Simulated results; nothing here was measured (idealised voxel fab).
The name of this process module is voxel transistor to metal.
Cross-sectional view cut (width: 155 nm; square cell size: 5 nm).
In what follows, cross-sections appear as grids of square cells, described through bands that run from the top down, where every band is one or more rows of cells. The band entry comprises the height of the band's top followed by the height of its bottom, expressed in nm, and subsequently the band's materials from left to right, each stated together with its width in nm. Where a single material is marked with the word "full width", that material fills the band from edge to edge. The word "empty" represents empty space. The reference from which all heights are counted is 0, the level beneath which the as-received wafer is entirely one material; the lowest band, having no lower bound, proceeds downward and is written after the example "from 0 down". A width such as "30..40" changes by the same amount from each row of cells to the next, from the band's top row to its bottom row. "nothing got changed" -> step changed no cross-section cell. This entry, "Sealed voids", enumerates those empty regions of no fewer than 8 cells that possess no open connection to the top. Each region is reported in the form width x height at distance, the distance being taken from the left edge, with all three quantities expressed in nm. Note: text after step settings on the step line = simulator remark on that step. You can add "overlay nm" to a step's line. For a step with a mask, it describes how far the mask lay to the right of its planned position, and a negative number describes a lay to the left.

This section lists the process steps that were planned
1. RECEIVE: material Si
2. OXIDIZE: depth nm 5
3. CONFORMAL_DEP: material SiN, thk nm 10
4. PATTERN: tone cover, mask id ACTIVE, material resist, width nm 100, thk nm 20, overlay nm 0
5. DIRECTIONAL_ETCH: etch materials SiN, depth nm 10
6. DIRECTIONAL_ETCH: etch materials SiO2, depth nm 5
7. DIRECTIONAL_ETCH: etch materials Si, depth nm 20
8. STRIP: etch materials resist
9. OXIDIZE: depth nm 5
10. FILL_DEP: material SiO2, thk nm 5
11. CMP: height nm 10
12. SELECTIVE_ETCH: etch materials SiO2, depth nm 10
13. STRIP: etch materials SiN
14. SELECTIVE_ETCH: etch materials SiO2, depth nm 5
15. OXIDIZE: depth nm 5
16. DIRECTIONAL_DEP: material polySi, thk nm 20
17. DIRECTIONAL_DEP: material SiCN, thk nm 10
18. PATTERN: tone cover, mask id GATE, material resist, width nm 20, thk nm 20, overlay nm 0
19. DIRECTIONAL_ETCH: etch materials SiCN, depth nm 20
20. DIRECTIONAL_ETCH: etch materials polySi, depth nm 30
21. STRIP: etch materials resist
22. CONFORMAL_DEP: material SiN, thk nm 5
23. DIRECTIONAL_ETCH: etch materials SiN, depth nm 5
24. DIRECTIONAL_ETCH: etch materials SiO2, depth nm 5
25. DIRECTIONAL_ETCH: etch materials Si, depth nm 5
26. EPI: material pSi, thk nm 5
27. FILL_DEP: material SiO2, thk nm 10
28. CMP: height nm 25
29. DIRECTIONAL_DEP: material SiO2, thk nm 15
30. PATTERN: tone open, mask id CONTACT, material resist, width nm 30, pitch nm 60, thk nm 15, overlay nm 0
31. DIRECTIONAL_ETCH: etch materials SiO2, depth nm 50
32. STRIP: etch materials resist
33. CONFORMAL_DEP: material TiN, thk nm 5
34. FILL_DEP: material Ru, thk nm 10
35. CMP: height nm 40
36. CONFORMAL_DEP: material SiCN, thk nm 5
37. DIRECTIONAL_DEP: material SiO2, thk nm 20
38. DIRECTIONAL_DEP: material aC, thk nm 10
39. PATTERN: tone open, mask id METAL_1, material resist, width nm 20, pitch nm 70, thk nm 25, overlay nm 0
40. DIRECTIONAL_ETCH: etch materials aC, depth nm 10
41. STRIP: etch materials resist
42. DIRECTIONAL_ETCH: etch materials SiO2, depth nm 20
43. DIRECTIONAL_ETCH: etch materials SiCN, depth nm 5
44. STRIP: etch materials aC
45. CONFORMAL_DEP: material TiN, thk nm 5
46. FILL_DEP: material Ru, thk nm 10
47. CMP: height nm 65
48. EPI: material Ru, thk nm 5
49. FILL_DEP: material SiCN, thk nm 5
50. DIRECTIONAL_DEP: material lowk, thk nm 30
51. MASKED_ETCH: tone open, mask id METAL_2, width nm 20, pitch nm 70, etch materials lowk, depth nm 15, overlay nm 0
52. MASKED_ETCH: tone open, mask id METAL_2_HOLES, width nm 15, pitch nm 70, etch materials lowk, depth nm 15, overlay nm 0
53. MASKED_ETCH: tone open, mask id METAL_2_HOLES, width nm 15, pitch nm 70, etch materials SiCN, depth nm 5, overlay nm 0
54. CONFORMAL_DEP: material TiN, thk nm 5
55. FILL_DEP: material Ru, thk nm 10
56. CMP: height nm 105
57. CONFORMAL_DEP: material SiN, thk nm 5

This is the cross-section of the wafer as we received it, i.e. after step 1
    from 0 down  Si full width
    Sealed voids: none

Cross-section, first of two wafers, end of module, run as planned
    from 110 to 105  SiN full width
    from 105 to 95  lowk (30); TiN (5); Ru (10); TiN (5); lowk (50); TiN (5); Ru (10); TiN (5); lowk (35)
    from 95 to 90  lowk (30); TiN (5); Ru (5); TiN (10); lowk (50); TiN (5); Ru (5); TiN (10); lowk (35)
    from 90 to 75  lowk (30); TiN (5); Ru (5); TiN (5); lowk (55); TiN (5); Ru (5); TiN (5); lowk (40)
    from 75 to 70  SiCN (30); TiN (15); SiCN (55); TiN (15); SiCN (40)
    from 70 to 65  SiCN (25); Ru (30); SiCN (40); Ru (30); SiCN (30)
    from 65 to 45  SiO2 (30); TiN (5); Ru (10); TiN (5); SiO2 (50); TiN (5); Ru (10); TiN (5); SiO2 (35)
    from 45 to 40  SiCN (30); TiN (20); SiCN (50); TiN (20); SiCN (35)
    from 40 to 25  SiO2 (30); TiN (5); Ru (20); TiN (5); SiO2 (30); TiN (5); Ru (20); TiN (5); SiO2 (35)
    from 25 to 15  SiO2 (30); TiN (5); Ru (20); TiN (5); SiN (5); SiCN (20); SiN (5); TiN (5); Ru (20); TiN (5); SiO2 (35)
    from 15 to 0  SiO2 (30); TiN (5); Ru (20); TiN (5); SiN (5); polySi (20); SiN (5); TiN (5); Ru (20); TiN (5); SiO2 (35)
    from 0 to -5  SiO2 (30); TiN (5); Ru (15); TiN (10); SiN (5); polySi (20); SiN (5); TiN (10); Ru (15); TiN (5); SiO2 (35)
    from -5 to -10  SiO2 (30); TiN (25); pSi (5); SiO2 (30); pSi (5); TiN (25); SiO2 (35)
    from -10 to -15  SiO2 (30); pSi (30); Si (30); pSi (30); SiO2 (35)
    from -15 to -30  SiO2 (30); Si (90); SiO2 (35)
    from -30 down  Si full width
    Sealed voids: none

Here is the second of the two wafers cut open at the end of the module - same start, same plan as the first one, but we made one mistake running it
    from 110 to 105  SiN full width
    from 105 to 95  lowk (30); TiN (5); Ru (10); TiN (5); lowk (50); TiN (5); Ru (10); TiN (5); lowk (35)
    from 95 to 90  lowk (30); TiN (5); Ru (5); TiN (10); lowk (50); TiN (5); Ru (5); TiN (10); lowk (35)
    from 90 to 75  lowk (30); TiN (5); Ru (5); TiN (5); lowk (55); TiN (5); Ru (5); TiN (5); lowk (40)
    from 75 to 70  SiCN (30); TiN (15); SiCN (55); TiN (15); SiCN (40)
    from 70 to 65  SiCN (25); Ru (30); SiCN (40); Ru (30); SiCN (30)
    from 65 to 45  SiO2 (30); TiN (5); Ru (10); TiN (5); SiO2 (50); TiN (5); Ru (10); TiN (5); SiO2 (35)
    from 45 to 40  SiCN (30); TiN (20); SiCN (50); TiN (20); SiCN (35)
    from 40 to 30  SiO2 (25); TiN (5); Ru (20); TiN (5); SiO2 (30); TiN (5); Ru (20); TiN (5); SiO2 (40)
    from 30 to 25  SiO2 (25); TiN (5); Ru (20); TiN (5); SiO2 (30); TiN (10); Ru (15); TiN (5); SiO2 (40)
    from 25 to 15  SiO2 (25); TiN (5); Ru (20); TiN (5); SiO2 (5); SiN (5); SiCN (20); SiN (5); TiN (5); Ru (15); TiN (5); SiO2 (40)
    from 15 to 0  SiO2 (25); TiN (5); Ru (20); TiN (5); SiO2 (5); SiN (5); polySi (20); SiN (5); TiN (5); Ru (15); TiN (5); SiO2 (40)
    from 0 to -5  SiO2 (25); TiN (5); Ru (20); TiN (5); SiO2 (5); SiN (5); polySi (20); SiN (5); TiN (10); Ru (10); TiN (5); SiO2 (40)
    from -5 to -10  SiO2 (25); TiN (30); pSi (5); SiO2 (30); pSi (5); TiN (20); SiO2 (40)
    from -10 to -15  SiO2 (30); pSi (30); Si (30); pSi (30); SiO2 (35)
    from -15 to -30  SiO2 (30); Si (90); SiO2 (35)
    from -30 down  Si full width
    Sealed voids: none
Diagnosis: step 30, actual vs plan mismatch, actual run PATTERN: tone open, mask id CONTACT, material resist, width nm 30, pitch nm 60, thk nm 15, overlay nm -5
at the end the second wafer has, in cells: Ru -6 | SiO2 +6
